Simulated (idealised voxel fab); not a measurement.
Proc. module: voxel tone inversion
It is cross-section cut that appears here, measuring 255 nm in width, its square cells being 5 nm in size.
Heads up, the way a cross-section reads in here is a grid of square cells, handed over as bands from the top down, with every band being one or more rows of cells. Band: top height; bottom height; in nm. Then, left to right: material with width in nm, for each material. "everywhere": a single material spanning edge to edge. "empty": empty space. Height is counted from the level 0, under which the received wafer is composed throughout of one material. The lowest of the bands is not closed at the bottom but continues downward, in the notation "0 -> down". Per-row width for "30 to 40": begins at first number (top row of band), ends at second number (bottom row), increment between rows held constant. "no change occurred", as given for a step, is the statement that not any cell of the cross-section underwent a change during that step. The label "Closed void entries" introduces a list of the empty spaces, 8 cells or larger, that have no open way up to the top; each entry in it reads width x height at distance, where the distance is taken from the left edge and all three are stated in nm. The remark found on a step's line after its settings is issued by the simulator itself and pertains to that step. overlay nm, on a step with a mask: how far to the right of its planned place the mask lay; to the left if negative.
[So here's the lineup of process steps we planned]
- 1: RECEIVE: material Si
- 2: CONFORMAL_DEP: material SiN, thk nm 5
- 3: DIRECTIONAL_DEP: material aC, thk nm 25
- 4: PATTERN: tone cover, mask id POSTS, material resist, width nm 15, pitch nm 35, thk nm 35, overlay nm 0
- 5: DIRECTIONAL_ETCH: etch materials aC, depth nm 25
- 6: STRIP: etch materials resist
- 7: FILL_DEP: material lowk, thk nm 10
- 8: CMP: height nm 30
- 9: STRIP: etch materials aC
- 10: CONFORMAL_DEP: material TiN, thk nm 5
- 11: FILL_DEP: material Cu, thk nm 10
- 12: CMP: height nm 30
- 13: CONFORMAL_DEP: material SiN, thk nm 5
[Received-state cross-section, reflecting completion of step 1]
0 -> down = Si everywhere
Closed void entries: none
[First wafer of two, sectioned at end of module; run went per plan]
35 -> 30 = SiN everywhere
30 -> 10 = lowk (100) | TiN (5) | Cu (5) | TiN (5) | lowk (20) | TiN (5) | Cu (5) | TiN (5) | lowk (105)
10 -> 5 = lowk (100) | TiN (15) | lowk (20) | TiN (15) | lowk (105)
5 -> 0 = SiN everywhere
0 -> down = Si everywhere
Closed void entries: none
[Cross-sectional image of the second wafer of the two following completion of the module. Starting state and process plan were the same as for the first wafer; one execution error occurred]
35 -> 30 = SiN everywhere
30 -> 25 = lowk everywhere
25 -> 0 = lowk (100) | aC (15) | lowk (20) | aC (15) | lowk (105)
0 -> down = Si everywhere
Closed void entries: none
What went wrong in running the wafer? yeah, step 2 of the plan got skipped, never ran
The closing comparison, in cells, has the second wafer with more or fewer of some materials than the first: 8 fewer of Cu, 51 fewer of SiN, 22 fewer of TiN, 30 more of aC, 51 more of lowk
